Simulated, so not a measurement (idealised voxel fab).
Title: Process Module voxel wiring stack
Xsec cut, 265 nm wide, square cell size 5 nm.
How to read a cross-section here: the picture is a grid of square cells, written as bands going from the top down, and any band can span one or more rows of cells.
Read a band's entry like this: the first values are the height of its top and the height of its bottom in nm, and what follows is the sequence of materials from left to right, each with its width in nm. Note that "air" is empty space, and that a single material marked "throughout" reaches across the band from edge to edge.
Heights are measured from 0, the level below which the as-received wafer is all one material; the lowest band has no bottom and continues downward, written as in "from 0 down".
It should be noted that a width expressed as "30..40" varies in equal increments from row to row of cells within the band, taking the value of the first number at the top row and that of the second number at the bottom row.
The designation "no change", where it is given for a processing step, indicates that no cell of the cross-section was altered in the course of that step.
"Closed void register" lists enclosed empty spaces (at least 8 cells, no open path upward to the top), each as width x height at distance from the left edge, in nm.
Post-settings text on a step line: simulator's own remark regarding the step.
overlay nm: right-of-plan distance of the mask on a masked step; negative values mean left-of-plan.
-- Below is the list of planned process steps
| 1 | RECEIVE | material Si |
| 2 | CONFORMAL_DEP | material SiO2 | thk nm 10 |
| 3 | CONFORMAL_DEP | material SiCN | thk nm 5 |
| 4 | DIRECTIONAL_DEP | material lowk | thk nm 20 |
| 5 | DIRECTIONAL_DEP | material aC | thk nm 15 |
| 6 | PATTERN | tone open | mask id METAL_1 | material resist | width nm 20 | pitch nm 45 | thk nm 35 | overlay nm 0 |
| 7 | DIRECTIONAL_ETCH | etch materials aC | depth nm 15 |
| 8 | STRIP | etch materials resist |
| 9 | DIRECTIONAL_ETCH | etch materials lowk | depth nm 20 |
| 10 | DIRECTIONAL_ETCH | etch materials SiCN | depth nm 5 |
| 11 | STRIP | etch materials aC |
| 12 | CONFORMAL_DEP | material TiN | thk nm 5 |
| 13 | FILL_DEP | material Cu | thk nm 10 |
| 14 | CMP | height nm 35 |
| 15 | EPI | material Ru | thk nm 5 |
| 16 | FILL_DEP | material SiCN | thk nm 5 |
| 17 | DIRECTIONAL_DEP | material lowk | thk nm 10 |
| 18 | MASKED_ETCH | tone open | mask id PLUG_1 | width nm 15 | pitch nm 45 | etch materials lowk | depth nm 10 | overlay nm 0 |
| 19 | MASKED_ETCH | tone open | mask id PLUG_1 | width nm 15 | pitch nm 45 | etch materials SiCN | depth nm 5 | overlay nm 0 |
| 20 | CONFORMAL_DEP | material TiN | thk nm 5 |
| 21 | FILL_DEP | material Cu | thk nm 5 |
| 22 | CMP | height nm 55 |
| 23 | CONFORMAL_DEP | material SiCN | thk nm 5 |
| 24 | DIRECTIONAL_DEP | material lowk | thk nm 25 |
| 25 | MASKED_ETCH | tone open | mask id METAL_2 | width nm 20 | pitch nm 45 | etch materials lowk | depth nm 25 | overlay nm 0 |
| 26 | MASKED_ETCH | tone open | mask id METAL_2 | width nm 20 | pitch nm 45 | etch materials SiCN | depth nm 5 | overlay nm 0 |
| 27 | CONFORMAL_DEP | material TiN | thk nm 5 |
| 28 | FILL_DEP | material Cu | thk nm 10 |
| 29 | CMP | height nm 85 |
| 30 | CONFORMAL_DEP | material SiCN | thk nm 5 |
| 31 | DIRECTIONAL_DEP | material lowk | thk nm 10 |
| 32 | PATTERN | tone open | mask id PLUG_2 | material resist | width nm 15 | pitch nm 45 | thk nm 20 | overlay nm 0 |
| 33 | DIRECTIONAL_ETCH | etch materials lowk | depth nm 10 |
| 34 | DIRECTIONAL_ETCH | etch materials SiCN | depth nm 5 |
| 35 | STRIP | etch materials resist |
| 36 | CONFORMAL_DEP | material TiN | thk nm 5 |
| 37 | FILL_DEP | material W | thk nm 10 |
| 38 | CMP | height nm 100 |
| 39 | DIRECTIONAL_DEP | material TiN | thk nm 5 |
| 40 | DIRECTIONAL_DEP | material Ru | thk nm 20 |
| 41 | MASKED_ETCH | tone cover | mask id METAL_3 | width nm 20 | pitch nm 45 | etch materials Ru | depth nm 20 | overlay nm 0 |
| 42 | MASKED_ETCH | tone cover | mask id METAL_3 | width nm 20 | pitch nm 45 | etch materials TiN | depth nm 5 | overlay nm 0 |
| 43 | CONFORMAL_DEP | material SiN | thk nm 5 |
| 44 | FILL_DEP | material lowk | thk nm 5 |
| 45 | CMP | height nm 125 |
| 46 | CONFORMAL_DEP | material SiCN | thk nm 5 |
| 47 | DIRECTIONAL_DEP | material lowk | thk nm 20 |
| 48 | DIRECTIONAL_DEP | material aC | thk nm 15 |
| 49 | PATTERN | tone open | mask id PLUG_3 | material resist | width nm 15 | thk nm 30 | overlay nm 0 |
| 50 | DIRECTIONAL_ETCH | etch materials aC | depth nm 15 |
| 51 | STRIP | etch materials resist |
| 52 | DIRECTIONAL_ETCH | etch materials lowk | depth nm 20 |
| 53 | DIRECTIONAL_ETCH | etch materials SiCN | depth nm 5 |
| 54 | STRIP | etch materials aC |
| 55 | CONFORMAL_DEP | material TiN | thk nm 5 |
| 56 | FILL_DEP | material W | thk nm 10 |
| 57 | CMP | height nm 150 |
| 58 | CONFORMAL_DEP | material SiN | thk nm 5 |
| 59 | DIRECTIONAL_DEP | material lowk | thk nm 15 |
| 60 | PATTERN | tone open | mask id METAL_4 | material resist | width nm 20 | pitch nm 45 | thk nm 15 | overlay nm 0 |
| 61 | DIRECTIONAL_ETCH | etch materials lowk | depth nm 15 |
| 62 | DIRECTIONAL_ETCH | etch materials SiN | depth nm 5 |
| 63 | STRIP | etch materials resist |
| 64 | CONFORMAL_DEP | material TiN | thk nm 5 |
| 65 | FILL_DEP | material Cu | thk nm 10 |
| 66 | CMP | height nm 170 |
| 67 | CONFORMAL_DEP | material SiCN | thk nm 5 |
-- So, the first of our two wafers, run just as we planned it
-- Delivered wafer in cross-section: state after step 1
> from 0 down: Si throughout
> Closed void register: none
-- Wafer xsec, post step 2
> from 10 to 0: SiO2 throughout
> Heights below 0 show no change.
-- Wafer xsec, post step 3
> from 15 to 10: SiCN throughout
> Heights below 10 show no change.
-- Wafer xsec, post step 4
> from 35 to 15: lowk throughout
> Heights below 15 show no change.
-- Wafer xsec, post step 5
> from 50 to 35: aC throughout
> Heights below 35 show no change.
-- Wafer xsec, post step 6
> from 85 to 50: 100 of resist, 20 of air, 25 of resist, 20 of air, 100 of resist
> Heights below 50 show no change.
-- Wafer xsec, post step 7
> from 70 to 50: 100 of resist, 20 of air, 25 of resist, 20 of air, 100 of resist
> from 50 to 35: 100 of aC, 20 of air, 25 of aC, 20 of air, 100 of aC
> Heights below 35 show no change.
-- Wafer xsec, post step 8
> from 50 to 35: 100 of aC, 20 of air, 25 of aC, 20 of air, 100 of aC
> Heights below 35 show no change.
-- Wafer xsec, post step 9
> from 50 to 35: 100 of aC, 20 of air, 25 of aC, 20 of air, 100 of aC
> from 35 to 15: 100 of lowk, 20 of air, 25 of lowk, 20 of air, 100 of lowk
> Heights below 15 show no change.
-- Wafer xsec, post step 10
> from 50 to 35: 100 of aC, 20 of air, 25 of aC, 20 of air, 100 of aC
> from 35 to 15: 100 of lowk, 20 of air, 25 of lowk, 20 of air, 100 of lowk
> from 15 to 10: 100 of SiCN, 20 of air, 25 of SiCN, 20 of air, 100 of SiCN
> Heights below 10 show no change.
-- Wafer xsec, post step 11
> from 35 to 15: 100 of lowk, 20 of air, 25 of lowk, 20 of air, 100 of lowk
> Heights below 15 show no change.
-- Wafer xsec, post step 12
> from 40 to 35: 105 of TiN, 10 of air, 35 of TiN, 10 of air, 105 of TiN
> from 35 to 15: 100 of lowk, 5 of TiN, 10 of air, 5 of TiN, 25 of lowk, 5 of TiN, 10 of air, 5 of TiN, 100 of lowk
> from 15 to 10: 100 of SiCN, 20 of TiN, 25 of SiCN, 20 of TiN, 100 of SiCN
> Heights below 10 show no change.
-- Wafer xsec, post step 13
> from 50 to 40: Cu throughout
> from 40 to 35: 105 of TiN, 10 of Cu, 35 of TiN, 10 of Cu, 105 of TiN
> from 35 to 15: 100 of lowk, 5 of TiN, 10 of Cu, 5 of TiN, 25 of lowk, 5 of TiN, 10 of Cu, 5 of TiN, 100 of lowk
> Heights below 15 show no change.
-- Wafer xsec, post step 14
> from 35 to 15: 100 of lowk, 5 of TiN, 10 of Cu, 5 of TiN, 25 of lowk, 5 of TiN, 10 of Cu, 5 of TiN, 100 of lowk
> Heights below 15 show no change.
-- Wafer xsec, post step 15
> from 40 to 35: 95 of air, 30 of Ru, 15 of air, 30 of Ru, 95 of air
> Heights below 35 show no change.
-- Wafer xsec, post step 16
> from 45 to 40: SiCN throughout
> from 40 to 35: 95 of SiCN, 30 of Ru, 15 of SiCN, 30 of Ru, 95 of SiCN
> Heights below 35 show no change.
-- Wafer xsec, post step 17
> from 55 to 45: lowk throughout
> Heights below 45 show no change.
-- Wafer xsec, post step 18
> from 55 to 45: 100 of lowk, 15 of air, 30 of lowk, 15 of air, 105 of lowk
> Heights below 45 show no change.
-- Wafer xsec, post step 19
> from 55 to 45: 100 of lowk, 15 of air, 30 of lowk, 15 of air, 105 of lowk
> from 45 to 40: 100 of SiCN, 15 of air, 30 of SiCN, 15 of air, 105 of SiCN
> Heights below 40 show no change.
-- Wafer xsec, post step 20
> from 60 to 55: 105 of TiN, 5 of air, 40 of TiN, 5 of air, 110 of TiN
> from 55 to 45: 100 of lowk, 5 of TiN, 5 of air, 5 of TiN, 30 of lowk, 5 of TiN, 5 of air, 5 of TiN, 105 of lowk
> from 45 to 40: 100 of SiCN, 15 of TiN, 30 of SiCN, 15 of TiN, 105 of SiCN
> Heights below 40 show no change.
-- Wafer xsec, post step 21
> from 65 to 60: Cu throughout
> from 60 to 55: 105 of TiN, 5 of Cu, 40 of TiN, 5 of Cu, 110 of TiN
> from 55 to 45: 100 of lowk, 5 of TiN, 5 of Cu, 5 of TiN, 30 of lowk, 5 of TiN, 5 of Cu, 5 of TiN, 105 of lowk
> Heights below 45 show no change.
-- Wafer xsec, post step 22
> from 55 to 45: 100 of lowk, 5 of TiN, 5 of Cu, 5 of TiN, 30 of lowk, 5 of TiN, 5 of Cu, 5 of TiN, 105 of lowk
> Heights below 45 show no change.
-- Wafer xsec, post step 23
> from 60 to 55: SiCN throughout
> Heights below 55 show no change.
-- Wafer xsec, post step 24
> from 85 to 60: lowk throughout
> Heights below 60 show no change.
-- Wafer xsec, post step 25
> from 85 to 60: 100 of lowk, 20 of air, 25 of lowk, 20 of air, 100 of lowk
> Heights below 60 show no change.
-- Wafer xsec, post step 26
> from 85 to 60: 100 of lowk, 20 of air, 25 of lowk, 20 of air, 100 of lowk
> from 60 to 55: 100 of SiCN, 20 of air, 25 of SiCN, 20 of air, 100 of SiCN
> Heights below 55 show no change.
-- Wafer xsec, post step 27
> from 90 to 85: 105 of TiN, 10 of air, 35 of TiN, 10 of air, 105 of TiN
> from 85 to 60: 100 of lowk, 5 of TiN, 10 of air, 5 of TiN, 25 of lowk, 5 of TiN, 10 of air, 5 of TiN, 100 of lowk
> from 60 to 55: 100 of SiCN, 20 of TiN, 25 of SiCN, 20 of TiN, 100 of SiCN
> Heights below 55 show no change.
-- Wafer xsec, post step 28
> from 100 to 90: Cu throughout
> from 90 to 85: 105 of TiN, 10 of Cu, 35 of TiN, 10 of Cu, 105 of TiN
> from 85 to 60: 100 of lowk, 5 of TiN, 10 of Cu, 5 of TiN, 25 of lowk, 5 of TiN, 10 of Cu, 5 of TiN, 100 of lowk
> Heights below 60 show no change.
-- Wafer xsec, post step 29
> from 85 to 60: 100 of lowk, 5 of TiN, 10 of Cu, 5 of TiN, 25 of lowk, 5 of TiN, 10 of Cu, 5 of TiN, 100 of lowk
> Heights below 60 show no change.
-- Wafer xsec, post step 30
> from 90 to 85: SiCN throughout
> Heights below 85 show no change.
-- Wafer xsec, post step 31
> from 100 to 90: lowk throughout
> Heights below 90 show no change.
-- Wafer xsec, post step 32
> from 120 to 100: 100 of resist, 15 of air, 30 of resist, 15 of air, 105 of resist
> Heights below 100 show no change.
-- Wafer xsec, post step 33
> from 120 to 100: 100 of resist, 15 of air, 30 of resist, 15 of air, 105 of resist
> from 100 to 90: 100 of lowk, 15 of air, 30 of lowk, 15 of air, 105 of lowk
> Heights below 90 show no change.
-- Wafer xsec, post step 34
> from 120 to 100: 100 of resist, 15 of air, 30 of resist, 15 of air, 105 of resist
> from 100 to 90: 100 of lowk, 15 of air, 30 of lowk, 15 of air, 105 of lowk
> from 90 to 85: 100 of SiCN, 15 of air, 30 of SiCN, 15 of air, 105 of SiCN
> Heights below 85 show no change.
-- Wafer xsec, post step 35
> from 100 to 90: 100 of lowk, 15 of air, 30 of lowk, 15 of air, 105 of lowk
> Heights below 90 show no change.
-- Wafer xsec, post step 36
> from 105 to 100: 105 of TiN, 5 of air, 40 of TiN, 5 of air, 110 of TiN
> from 100 to 90: 100 of lowk, 5 of TiN, 5 of air, 5 of TiN, 30 of lowk, 5 of TiN, 5 of air, 5 of TiN, 105 of lowk
> from 90 to 85: 100 of SiCN, 15 of TiN, 30 of SiCN, 15 of TiN, 105 of SiCN
> Heights below 85 show no change.
-- Wafer xsec, post step 37
> from 115 to 105: W throughout
> from 105 to 100: 105 of TiN, 5 of W, 40 of TiN, 5 of W, 110 of TiN
> from 100 to 90: 100 of lowk, 5 of TiN, 5 of W, 5 of TiN, 30 of lowk, 5 of TiN, 5 of W, 5 of TiN, 105 of lowk
> Heights below 90 show no change.
-- Wafer xsec, post step 38
> from 100 to 90: 100 of lowk, 5 of TiN, 5 of W, 5 of TiN, 30 of lowk, 5 of TiN, 5 of W, 5 of TiN, 105 of lowk
> Heights below 90 show no change.
-- Wafer xsec, post step 39
> from 105 to 100: TiN throughout
> Heights below 100 show no change.
-- Wafer xsec, post step 40
> from 125 to 105: Ru throughout
> Heights below 105 show no change.
-- Wafer xsec, post step 41
> from 125 to 105: 100 of air, 20 of Ru, 25 of air, 20 of Ru, 100 of air
> Heights below 105 show no change.
-- Wafer xsec, post step 42
> from 125 to 105: 100 of air, 20 of Ru, 25 of air, 20 of Ru, 100 of air
> from 105 to 100: 100 of air, 20 of TiN, 25 of air, 20 of TiN, 100 of air
> Heights below 100 show no change.
-- Wafer xsec, post step 43
> from 130 to 125: 95 of air, 30 of SiN, 15 of air, 30 of SiN, 95 of air
> from 125 to 105: 95 of air, 5 of SiN, 20 of Ru, 5 of SiN, 15 of air, 5 of SiN, 20 of Ru, 5 of SiN, 95 of air
> from 105 to 100: 100 of SiN, 20 of TiN, 25 of SiN, 20 of TiN, 100 of SiN
> Heights below 100 show no change.
-- Wafer xsec, post step 44
> from 135 to 130: lowk throughout
> from 130 to 125: 95 of lowk, 30 of SiN, 15 of lowk, 30 of SiN, 95 of lowk
> from 125 to 105: 95 of lowk, 5 of SiN, 20 of Ru, 5 of SiN, 15 of lowk, 5 of SiN, 20 of Ru, 5 of SiN, 95 of lowk
> Heights below 105 show no change.
-- Wafer xsec, post step 45
> from 125 to 105: 95 of lowk, 5 of SiN, 20 of Ru, 5 of SiN, 15 of lowk, 5 of SiN, 20 of Ru, 5 of SiN, 95 of lowk
> Heights below 105 show no change.
-- Wafer xsec, post step 46
> from 130 to 125: SiCN throughout
> Heights below 125 show no change.
-- Wafer xsec, post step 47
> from 150 to 130: lowk throughout
> Heights below 130 show no change.
-- Wafer xsec, post step 48
> from 165 to 150: aC throughout
> Heights below 150 show no change.
-- Wafer xsec, post step 49
> from 195 to 165: 100 of resist, 15 of air, 150 of resist
> Heights below 165 show no change.
-- Wafer xsec, post step 50
> from 180 to 165: 100 of resist, 15 of air, 150 of resist
> from 165 to 150: 100 of aC, 15 of air, 150 of aC
> Heights below 150 show no change.
-- Wafer xsec, post step 51
> from 165 to 150: 100 of aC, 15 of air, 150 of aC
> Heights below 150 show no change.
-- Wafer xsec, post step 52
> from 165 to 150: 100 of aC, 15 of air, 150 of aC
> from 150 to 130: 100 of lowk, 15 of air, 150 of lowk
> Heights below 130 show no change.
-- Wafer xsec, post step 53
> from 165 to 150: 100 of aC, 15 of air, 150 of aC
> from 150 to 130: 100 of lowk, 15 of air, 150 of lowk
> from 130 to 125: 100 of SiCN, 15 of air, 150 of SiCN
> Heights below 125 show no change.
-- Wafer xsec, post step 54
> from 150 to 130: 100 of lowk, 15 of air, 150 of lowk
> Heights below 130 show no change.
-- Wafer xsec, post step 55
> from 155 to 150: 105 of TiN, 5 of air, 155 of TiN
> from 150 to 130: 100 of lowk, 5 of TiN, 5 of air, 5 of TiN, 150 of lowk
> from 130 to 125: 100 of SiCN, 15 of TiN, 150 of SiCN
> Heights below 125 show no change.
-- Wafer xsec, post step 56
> from 165 to 155: W throughout
> from 155 to 150: 105 of TiN, 5 of W, 155 of TiN
> from 150 to 130: 100 of lowk, 5 of TiN, 5 of W, 5 of TiN, 150 of lowk
> Heights below 130 show no change.
-- Wafer xsec, post step 57
> from 150 to 130: 100 of lowk, 5 of TiN, 5 of W, 5 of TiN, 150 of lowk
> Heights below 130 show no change.
-- Wafer xsec, post step 58
> from 155 to 150: SiN throughout
> Heights below 150 show no change.
-- Wafer xsec, post step 59
> from 170 to 155: lowk throughout
> Heights below 155 show no change.
-- Wafer xsec, post step 60
> from 185 to 170: 100 of resist, 20 of air, 25 of resist, 20 of air, 100 of resist
> Heights below 170 show no change.
-- Wafer xsec, post step 61
> from 185 to 170: 100 of resist, 20 of air, 25 of resist, 20 of air, 100 of resist
> from 170 to 155: 100 of lowk, 20 of air, 25 of lowk, 20 of air, 100 of lowk
> Heights below 155 show no change.
-- Wafer xsec, post step 62
> from 185 to 170: 100 of resist, 20 of air, 25 of resist, 20 of air, 100 of resist
> from 170 to 155: 100 of lowk, 20 of air, 25 of lowk, 20 of air, 100 of lowk
> from 155 to 150: 100 of SiN, 20 of air, 25 of SiN, 20 of air, 100 of SiN
> Heights below 150 show no change.
-- Wafer xsec, post step 63
> from 170 to 155: 100 of lowk, 20 of air, 25 of lowk, 20 of air, 100 of lowk
> Heights below 155 show no change.
-- Wafer xsec, post step 64
> from 175 to 170: 105 of TiN, 10 of air, 35 of TiN, 10 of air, 105 of TiN
> from 170 to 155: 100 of lowk, 5 of TiN, 10 of air, 5 of TiN, 25 of lowk, 5 of TiN, 10 of air, 5 of TiN, 100 of lowk
> from 155 to 150: 100 of SiN, 20 of TiN, 25 of SiN, 20 of TiN, 100 of SiN
> Heights below 150 show no change.
-- Wafer xsec, post step 65
> from 185 to 175: Cu throughout
> from 175 to 170: 105 of TiN, 10 of Cu, 35 of TiN, 10 of Cu, 105 of TiN
> from 170 to 155: 100 of lowk, 5 of TiN, 10 of Cu, 5 of TiN, 25 of lowk, 5 of TiN, 10 of Cu, 5 of TiN, 100 of lowk
> Heights below 155 show no change.
-- Wafer xsec, post step 66
> from 170 to 155: 100 of lowk, 5 of TiN, 10 of Cu, 5 of TiN, 25 of lowk, 5 of TiN, 10 of Cu, 5 of TiN, 100 of lowk
> Heights below 155 show no change.
-- Wafer xsec, post step 67
> from 175 to 170: SiCN throughout
> Heights below 170 show no change.
-- Companion wafer, the second of two: same beginning, same intended sequence, one mistake in carrying it out; through step 45 inclusive it tracks the first exactly
-- The second wafer in cross-section, at the planned close of step 46
> from 145 to 125: lowk throughout
> Heights below 125 show no change.
-- The second wafer in cross-section, at the planned close of step 47
> from 150 to 145: SiCN throughout
> Heights below 145 show no change.
-- The second wafer in cross-section, at the planned close of step 48
> from 165 to 150: aC throughout
> Heights below 150 show no change.
-- The second wafer in cross-section, at the planned close of step 49
> from 195 to 165: 100 of resist, 15 of air, 150 of resist
> Heights below 165 show no change.
-- The second wafer in cross-section, at the planned close of step 50
> from 180 to 165: 100 of resist, 15 of air, 150 of resist
> from 165 to 150: 100 of aC, 15 of air, 150 of aC
> Heights below 150 show no change.
-- The second wafer in cross-section, at the planned close of step 51
> from 165 to 150: 100 of aC, 15 of air, 150 of aC
> Heights below 150 show no change.
The second wafer in cross-section, at the planned close of step 52: no change
-- The second wafer in cross-section, at the planned close of step 53
> from 165 to 150: 100 of aC, 15 of air, 150 of aC
> from 150 to 145: 100 of SiCN, 15 of air, 150 of SiCN
> Heights below 145 show no change.
-- The second wafer in cross-section, at the planned close of step 54
> from 150 to 145: 100 of SiCN, 15 of air, 150 of SiCN
> Heights below 145 show no change.
-- The second wafer in cross-section, at the planned close of step 55
> from 155 to 150: 105 of TiN, 5 of air, 155 of TiN
> from 150 to 145: 100 of SiCN, 15 of TiN, 150 of SiCN
> Heights below 145 show no change.
-- The second wafer in cross-section, at the planned close of step 56
> from 165 to 155: W throughout
> from 155 to 150: 105 of TiN, 5 of W, 155 of TiN
> Heights below 150 show no change.
-- The second wafer in cross-section, at the planned close of step 57
> from 150 to 145: 100 of SiCN, 15 of TiN, 150 of SiCN
> Heights below 145 show no change.
-- The second wafer in cross-section, at the planned close of step 58
> from 155 to 150: SiN throughout
> Heights below 150 show no change.
-- The second wafer in cross-section, at the planned close of step 59
> from 170 to 155: lowk throughout
> Heights below 155 show no change.
-- The second wafer in cross-section, at the planned close of step 60
> from 185 to 170: 100 of resist, 20 of air, 25 of resist, 20 of air, 100 of resist
> Heights below 170 show no change.
-- The second wafer in cross-section, at the planned close of step 61
> from 185 to 170: 100 of resist, 20 of air, 25 of resist, 20 of air, 100 of resist
> from 170 to 155: 100 of lowk, 20 of air, 25 of lowk, 20 of air, 100 of lowk
> Heights below 155 show no change.
-- The second wafer in cross-section, at the planned close of step 62
> from 185 to 170: 100 of resist, 20 of air, 25 of resist, 20 of air, 100 of resist
> from 170 to 155: 100 of lowk, 20 of air, 25 of lowk, 20 of air, 100 of lowk
> from 155 to 150: 100 of SiN, 20 of air, 25 of SiN, 20 of air, 100 of SiN
> Heights below 150 show no change.
-- The second wafer in cross-section, at the planned close of step 63
> from 170 to 155: 100 of lowk, 20 of air, 25 of lowk, 20 of air, 100 of lowk
> Heights below 155 show no change.
-- The second wafer in cross-section, at the planned close of step 64
> from 175 to 170: 105 of TiN, 10 of air, 35 of TiN, 10 of air, 105 of TiN
> from 170 to 155: 100 of lowk, 5 of TiN, 10 of air, 5 of TiN, 25 of lowk, 5 of TiN, 10 of air, 5 of TiN, 100 of lowk
> from 155 to 150: 100 of SiN, 20 of TiN, 25 of SiN, 20 of TiN, 100 of SiN
> Heights below 150 show no change.
-- The second wafer in cross-section, at the planned close of step 65
> from 185 to 175: Cu throughout
> from 175 to 170: 105 of TiN, 10 of Cu, 35 of TiN, 10 of Cu, 105 of TiN
> from 170 to 155: 100 of lowk, 5 of TiN, 10 of Cu, 5 of TiN, 25 of lowk, 5 of TiN, 10 of Cu, 5 of TiN, 100 of lowk
> Heights below 155 show no change.
-- The second wafer in cross-section, at the planned close of step 66
> from 170 to 155: 100 of lowk, 5 of TiN, 10 of Cu, 5 of TiN, 25 of lowk, 5 of TiN, 10 of Cu, 5 of TiN, 100 of lowk
> Heights below 155 show no change.
-- The second wafer in cross-section, at the planned close of step 67
> from 175 to 170: SiCN throughout
> Heights below 170 show no change.
In executing the process, a mistake was made relative to the plan: so 46 and 47 got swapped relative to the plan, each ran where the other was supposed to
Count the cells at the end and the second wafer has more or fewer of some materials than the first: TiN -8, W -4, lowk +12
